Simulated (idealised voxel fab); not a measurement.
process module | voxel gate over fins
cross-section cut | 235 nm wide | cells 5 nm
A cross-section is a grid of square cells, given in bands from the top down. A band is one or more rows of cells.
Each band's line starts with the height of the band's top and of its bottom, in nm. Then come its materials from left to right, each with its width in nm. One material with "throughout" fills the band from edge to edge. "air" is empty space.
Height 0 is the level under which the wafer as received is all one material. The lowest band goes on downwards, as in "0 down".
A width such as "30 to 40" changes by the same amount from each row of cells to the next, from the band's top row to its bottom row.
"no change" after a step means that no cell of the cross-section changed.
closed voids: empty space of 8 cells or more with no open way to the top, each as width x height at its distance from the left edge, in nm
after a step's settings: what the simulator itself notes on the step
overlay nm, on a step with a mask: how far to the right of its planned place the mask lay; to the left if negative
plan
1 op RECEIVE | material Si
2 op CONFORMAL_DEP | material SiN | thk nm 5
3 op PATTERN | tone cover | mask id FINS | material resist | width nm 15 | pitch nm 35 | thk nm 15 | overlay nm 0
4 op DIRECTIONAL_ETCH | etch materials SiN | depth nm 5
5 op DIRECTIONAL_ETCH | etch materials Si | depth nm 35
6 op STRIP | etch materials resist
7 op FILL_DEP | material SiO2 | thk nm 15
8 op CMP | height nm 5
9 op SELECTIVE_ETCH | etch materials SiO2 | depth nm 15
10 op STRIP | etch materials SiN
11 op CONFORMAL_DEP | material HfO2 | thk nm 5
12 op CONFORMAL_DEP | material TiN | thk nm 5
13 op CONFORMAL_DEP | material TiAl | thk nm 5
14 op CONFORMAL_DEP | material TiN | thk nm 5
15 op FILL_DEP | material W | thk nm 15
16 op CMP | height nm 30
17 op CONFORMAL_DEP | material SiCN | thk nm 5
as received, after step 1
  0 down: Si throughout
  closed voids: none
a wafer at the end: this start, this plan, one mistake
  35 to 30: SiCN throughout
  30 to 15: W throughout
  15 to 10: W 75 | TiN 80 | W 80
  10 to 5: W 75 | TiN 5 | TiAl 70 | TiN 5 | W 80
  5 to 0: TiN 80 | TiAl 5 | TiN 25 | TiAl 10 | TiN 25 | TiAl 5 | TiN 85
  0 to -5: TiAl 85 | TiN 5 | Si 15 | TiN 5 | TiAl 10 | TiN 5 | Si 15 | TiN 5 | TiAl 90
  -5 to -10: TiN 90 | Si 15 | TiN 20 | Si 15 | TiN 95
  -10 to -35: SiO2 90 | Si 15 | SiO2 20 | Si 15 | SiO2 95
  -35 down: Si throughout
  closed voids: none
what went wrong: step 11 was left out
